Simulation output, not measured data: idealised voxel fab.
process module | voxel local oxidation
cross-section cut | 280 nm wide | cells 5 nm
A cross-section is a grid of square cells, given in bands from the top down. A band is one or more rows of cells.
Each band's line starts with the height of the band's top and of its bottom, in nm. Then come its materials from left to right, each with its width in nm. One material with "throughout" fills the band from edge to edge. "air" is empty space.
Height 0 is the level under which the wafer as received is all one material. The lowest band goes on downwards, as in "0 down".
A width such as "30 to 40" changes by the same amount from each row of cells to the next, from the band's top row to its bottom row.
"no change" after a step means that no cell of the cross-section changed.
closed voids: empty space of 8 cells or more with no open way to the top, each as width x height at its distance from the left edge, in nm
after a step's settings: what the simulator itself notes on the step
overlay nm, on a step with a mask: how far to the right of its planned place the mask lay; to the left if negative
plan
1 op RECEIVE | material Si
2 op CONFORMAL_DEP | material SiO2 | thk nm 5
3 op CONFORMAL_DEP | material SiN | thk nm 10
4 op DIRECTIONAL_DEP | material aC | thk nm 15
5 op PATTERN | tone cover | mask id ACTIVE | material resist | width nm 90 | thk nm 35 | overlay nm -15
6 op DIRECTIONAL_ETCH | etch materials aC | depth nm 15
7 op STRIP | etch materials resist
8 op DIRECTIONAL_ETCH | etch materials SiN | depth nm 10
9 op STRIP | etch materials aC
10 op SELECTIVE_ETCH | etch materials SiO2 | depth nm 5
11 op OXIDIZE | depth nm 15
12 op STRIP | etch materials SiN
varied across the wafers: overlay nm of step 5. The plan shows the first wafer's value. All wafers start alike
first wafer as received, after step 1
  0 down: Si throughout
  closed voids: none
first wafer at the end, after step 12
  5 to 0: air 85 | SiO2 80 | air 115
  0 to -15: SiO2 100 | Si 50 | SiO2 130
  -15 down: Si throughout
  closed voids: none
last wafer at the end
  5 to 0: air 115 | SiO2 80 | air 85
  0 to -15: SiO2 130 | Si 50 | SiO2 100
  -15 down: Si throughout
  closed voids: none
each wafer at the end: cells of each material gained (+) or lost (-) since it was received, then its closed voids
overlay nm -15 | -138 Si | +154 SiO2 | closed voids: none
overlay nm -10 | -138 Si | +154 SiO2 | closed voids: none
overlay nm -5 | -138 Si | +154 SiO2 | closed voids: none
overlay nm 0 | -138 Si | +154 SiO2 | closed voids: none
overlay nm 5 | -138 Si | +154 SiO2 | closed voids: none
overlay nm 10 | -138 Si | +154 SiO2 | closed voids: none
overlay nm 15 | -138 Si | +154 SiO2 | closed voids: none
